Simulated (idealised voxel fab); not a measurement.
Process module name: voxel plated lines
FYI the section here is cut, 140 nm wide, cells are 5 nm squares.
This document writes a cross-section as a grid whose cells are square, and gives it as bands, listed from the top down; one or more rows of cells form a band.
Basically the band line says how high the top is and how high the bottom is, in nm, and then what's in it from left to right, every material with its width in nm. Empty space shows up as "air", and if a single material carries "all across" it runs the full band edge to edge.
Heights are reckoned from 0. Under this level, the received wafer is all of one material. The bottommost band is open-ended downward, for example "z 0 and below".
The two numbers in a width such as "30->40" mark its ends across the band: the first belongs to the top row of cells, the second to the bottom row, and from each row to the next the width moves by the same amount.
Basically "no change" means that step didn't change any cell in the cross-section.
"Unvented internal voids" enumerates empty spaces isolated from the top, with no open way to it, that contain at least 8 cells, giving each as width x height at distance from the left edge, all three in nm.
Heads up: the bit after the settings on a step's line is the simulator's remark on that step.
overlay nm: for a step with a mask, the amount by which the mask lay right of where it was planned; a negative amount means left of it.
Set out below are the planned steps of the process
1 RECEIVE,material Si
2 CONFORMAL_DEP,material Al2O3,thk nm 5
3 DIRECTIONAL_DEP,material TiN,thk nm 5
4 PATTERN,tone open,mask id LINES,material resist,width nm 20,pitch nm 35,thk nm 15,overlay nm 0
5 EPI,material Ru,thk nm 5
6 STRIP,etch materials resist
7 DIRECTIONAL_ETCH,etch materials TiN,depth nm 5
8 CONFORMAL_DEP,material SiCN,thk nm 10
Cross-section of the wafer as it came to us, i.e., already through step 1
	z 0 and below = Si all across
	Unvented internal voids: none
As-planned run: cross-section of the first of two wafers at end of module
	z 25 to 15 = 15 air, then 110 SiCN, then 15 air
	z 15 to 10 = 25 SiCN, then 20 Ru, then 15 SiCN, then 20 Ru, then 15 SiCN, then 20 Ru, then 25 SiCN
	z 10 to 5 = 25 SiCN, then 20 TiN, then 15 SiCN, then 20 TiN, then 15 SiCN, then 20 TiN, then 25 SiCN
	z 5 to 0 = Al2O3 all across
	z 0 and below = Si all across
	Unvented internal voids: none
Wafer two, sectioned after the module: the first wafer's start, the first wafer's plan, and one mistake in how it was run
	z 15 to 10 = 25 air, then 20 Ru, then 15 air, then 20 Ru, then 15 air, then 20 Ru, then 25 air
	z 10 to 5 = 25 air, then 20 TiN, then 15 air, then 20 TiN, then 15 air, then 20 TiN, then 25 air
	z 5 to 0 = Al2O3 all across
	z 0 and below = Si all across
	Unvented internal voids: none
What was done differently from what was planned? it should be noted that step 8 of the plan was omitted and was not performed
It is noted that, at the conclusion of processing, the second wafer exhibits a higher or lower cell count for certain materials relative to the first: SiCN: 76 fewer
